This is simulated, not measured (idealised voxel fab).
process module | voxel plated lines
cross-section cut | 270 nm wide | cells 5 nm
A cross-section is a grid of square cells, given in bands from the top down. A band is one or more rows of cells.
Each band's line starts with the height of the band's top and of its bottom, in nm. Then come its materials from left to right, each with its width in nm. One material with "throughout" fills the band from edge to edge. "air" is empty space.
Height 0 is the level under which the wafer as received is all one material. The lowest band goes on downwards, as in "0 down".
A width such as "30 to 40" changes by the same amount from each row of cells to the next, from the band's top row to its bottom row.
"no change" after a step means that no cell of the cross-section changed.
closed voids: empty space of 8 cells or more with no open way to the top, each as width x height at its distance from the left edge, in nm
after a step's settings: what the simulator itself notes on the step
overlay nm, on a step with a mask: how far to the right of its planned place the mask lay; to the left if negative
plan
1 op RECEIVE | material Si
2 op CONFORMAL_DEP | material SiN | thk nm 5
3 op DIRECTIONAL_DEP | material TiN | thk nm 5
4 op PATTERN | tone open | mask id LINES | material resist | width nm 20 | pitch nm 40 | thk nm 20 | overlay nm -15
5 op EPI | material Ru | thk nm 5
6 op STRIP | etch materials resist
7 op DIRECTIONAL_ETCH | etch materials TiN | depth nm 5
8 op CONFORMAL_DEP | material SiCN | thk nm 5
varied across the wafers: overlay nm of step 4. The plan shows the first wafer's value. All wafers start alike
first wafer as received, after step 1
  0 down: Si throughout
  closed voids: none
each wafer at the end: cells of each material gained (+) or lost (-) since it was received, then its closed voids
overlay nm -15 | +8 Ru | +62 SiCN | +54 SiN | +8 TiN | closed voids: none
overlay nm -10 | +8 Ru | +62 SiCN | +54 SiN | +8 TiN | closed voids: none
overlay nm -5 | +8 Ru | +62 SiCN | +54 SiN | +8 TiN | closed voids: none
overlay nm 0 | +8 Ru | +62 SiCN | +54 SiN | +8 TiN | closed voids: none
overlay nm 5 | +8 Ru | +62 SiCN | +54 SiN | +8 TiN | closed voids: none
overlay nm 10 | +8 Ru | +62 SiCN | +54 SiN | +8 TiN | closed voids: none
overlay nm 15 | +8 Ru | +62 SiCN | +54 SiN | +8 TiN | closed voids: none
